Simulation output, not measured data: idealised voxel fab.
This is a process module. Its name is voxel tone inversion.
Cross-sectional view cut (width: 260 nm; square cell size: 5 nm).
This document writes a cross-section as a grid whose cells are square, and gives it as bands, listed from the top down; one or more rows of cells form a band.
Quick guide to a band line: top height, bottom height (nm) up front; then every material left to right with its width in nm. Only one material and it's marked "throughout"? Then it fills the band edge to edge. And "blank" just means empty space.
Basically, 0 is our baseline, since under it the wafer straight out of the box is all one material. The bottom band has no lower end and keeps on going down, so it looks like "0 down".
You'd read "30->40" like this: the band's top row of cells is as wide as the first number, its bottom row is as wide as the second, and going down, every row changes width by the same amount as the row before did.
Basically "remains unaltered" means that step didn't change any cell in the cross-section.
"Trapped voids" enumerates empty spaces isolated from the top, with no open way to it, that contain at least 8 cells, giving each as width x height at distance from the left edge, all three in nm.
On each step's line, the part that comes after the settings is the simulator's own comment on the step.
Regarding "overlay nm": on a step with a mask, it is the distance the mask lay to the right of its planned place; a negative value places it to the left.
# Planned step list for the process
| 1 | RECEIVE: material Si |
| 2 | CONFORMAL_DEP: material SiCN, thk nm 5 |
| 3 | DIRECTIONAL_DEP: material polySi, thk nm 20 |
| 4 | PATTERN: tone cover, mask id POSTS, material resist, width nm 20, pitch nm 40, thk nm 25, overlay nm 0 |
| 5 | DIRECTIONAL_ETCH: etch materials polySi, depth nm 20 |
| 6 | STRIP: etch materials resist |
| 7 | FILL_DEP: material lowk, thk nm 10 |
| 8 | CMP: height nm 25 |
| 9 | STRIP: etch materials polySi |
| 10 | CONFORMAL_DEP: material TiN, thk nm 5 |
| 11 | FILL_DEP: material W, thk nm 5 |
| 12 | CMP: height nm 25 |
| 13 | CONFORMAL_DEP: material SiN, thk nm 5 |
# First of two wafers: run as planned
# Shown in cross-section is the wafer as received, that is, as it stands after step 1
* 0 down: Si throughout
* Trapped voids: none
# Cross-section of the wafer after step 2
* 5 to 0: SiCN throughout
* Anything lower than 0 is untouched.
# Cross-section of the wafer after step 3
* 25 to 5: polySi throughout
* Anything lower than 5 is untouched.
# Cross-section of the wafer after step 4
* 50 to 25: blank=100 / resist=20 / blank=20 / resist=20 / blank=100
* Anything lower than 25 is untouched.
# Cross-section of the wafer after step 5
* 50 to 25: blank=100 / resist=20 / blank=20 / resist=20 / blank=100
* 25 to 5: blank=100 / polySi=20 / blank=20 / polySi=20 / blank=100
* Anything lower than 5 is untouched.
# Cross-section of the wafer after step 6
* 25 to 5: blank=100 / polySi=20 / blank=20 / polySi=20 / blank=100
* Anything lower than 5 is untouched.
# Cross-section of the wafer after step 7
* 35 to 25: lowk throughout
* 25 to 5: lowk=100 / polySi=20 / lowk=20 / polySi=20 / lowk=100
* Anything lower than 5 is untouched.
# Cross-section of the wafer after step 8
* 25 to 5: lowk=100 / polySi=20 / lowk=20 / polySi=20 / lowk=100
* Anything lower than 5 is untouched.
# Cross-section of the wafer after step 9
* 25 to 5: lowk=100 / blank=20 / lowk=20 / blank=20 / lowk=100
* Anything lower than 5 is untouched.
# Cross-section of the wafer after step 10
* 30 to 25: TiN=105 / blank=10 / TiN=30 / blank=10 / TiN=105
* 25 to 10: lowk=100 / TiN=5 / blank=10 / TiN=5 / lowk=20 / TiN=5 / blank=10 / TiN=5 / lowk=100
* 10 to 5: lowk=100 / TiN=20 / lowk=20 / TiN=20 / lowk=100
* Anything lower than 5 is untouched.
# Cross-section of the wafer after step 11
* 35 to 30: W throughout
* 30 to 25: TiN=105 / W=10 / TiN=30 / W=10 / TiN=105
* 25 to 10: lowk=100 / TiN=5 / W=10 / TiN=5 / lowk=20 / TiN=5 / W=10 / TiN=5 / lowk=100
* Anything lower than 10 is untouched.
# Cross-section of the wafer after step 12
* 25 to 10: lowk=100 / TiN=5 / W=10 / TiN=5 / lowk=20 / TiN=5 / W=10 / TiN=5 / lowk=100
* Anything lower than 10 is untouched.
# Cross-section of the wafer after step 13
* 30 to 25: SiN throughout
* Anything lower than 25 is untouched.
# The Second Wafer: Common Origin and Plan, One Mistake in Execution, Identical to the First Through Step 3
# Cross-section, second wafer, at the end time the plan gives for step 4
* 50 to 25: resist=100 / blank=20 / resist=20 / blank=20 / resist=100
* Anything lower than 25 is untouched.
# Cross-section, second wafer, at the end time the plan gives for step 5
* 50 to 25: resist=100 / blank=20 / resist=20 / blank=20 / resist=100
* 25 to 5: polySi=100 / blank=20 / polySi=20 / blank=20 / polySi=100
* Anything lower than 5 is untouched.
# Cross-section, second wafer, at the end time the plan gives for step 6
* 25 to 5: polySi=100 / blank=20 / polySi=20 / blank=20 / polySi=100
* Anything lower than 5 is untouched.
# Cross-section, second wafer, at the end time the plan gives for step 7
* 35 to 25: lowk throughout
* 25 to 5: polySi=100 / lowk=20 / polySi=20 / lowk=20 / polySi=100
* Anything lower than 5 is untouched.
# Cross-section, second wafer, at the end time the plan gives for step 8
* 25 to 5: polySi=100 / lowk=20 / polySi=20 / lowk=20 / polySi=100
* Anything lower than 5 is untouched.
# Cross-section, second wafer, at the end time the plan gives for step 9
* 25 to 5: blank=100 / lowk=20 / blank=20 / lowk=20 / blank=100
* Anything lower than 5 is untouched.
# Cross-section, second wafer, at the end time the plan gives for step 10
* 30 to 25: blank=95 / TiN=30 / blank=10 / TiN=30 / blank=95
* 25 to 10: blank=95 / TiN=5 / lowk=20 / TiN=5 / blank=10 / TiN=5 / lowk=20 / TiN=5 / blank=95
* 10 to 5: TiN=100 / lowk=20 / TiN=20 / lowk=20 / TiN=100
* Anything lower than 5 is untouched.
# Cross-section, second wafer, at the end time the plan gives for step 11
* 35 to 30: W throughout
* 30 to 25: W=95 / TiN=30 / W=10 / TiN=30 / W=95
* 25 to 10: W=95 / TiN=5 / lowk=20 / TiN=5 / W=10 / TiN=5 / lowk=20 / TiN=5 / W=95
* Anything lower than 10 is untouched.
# Cross-section, second wafer, at the end time the plan gives for step 12
* 25 to 10: W=95 / TiN=5 / lowk=20 / TiN=5 / W=10 / TiN=5 / lowk=20 / TiN=5 / W=95
* Anything lower than 10 is untouched.
# Cross-section, second wafer, at the end time the plan gives for step 13
* 30 to 25: SiN throughout
* Anything lower than 25 is untouched.
Misprocessing identified: contrary to plan, step 4 was performed as PATTERN: tone open, mask id POSTS, material resist, width nm 20, pitch nm 40, thk nm 25, overlay nm 0
FYI, end of process, the second wafer has more or fewer cells of some materials than the first: +36 TiN | +108 W | -144 lowk
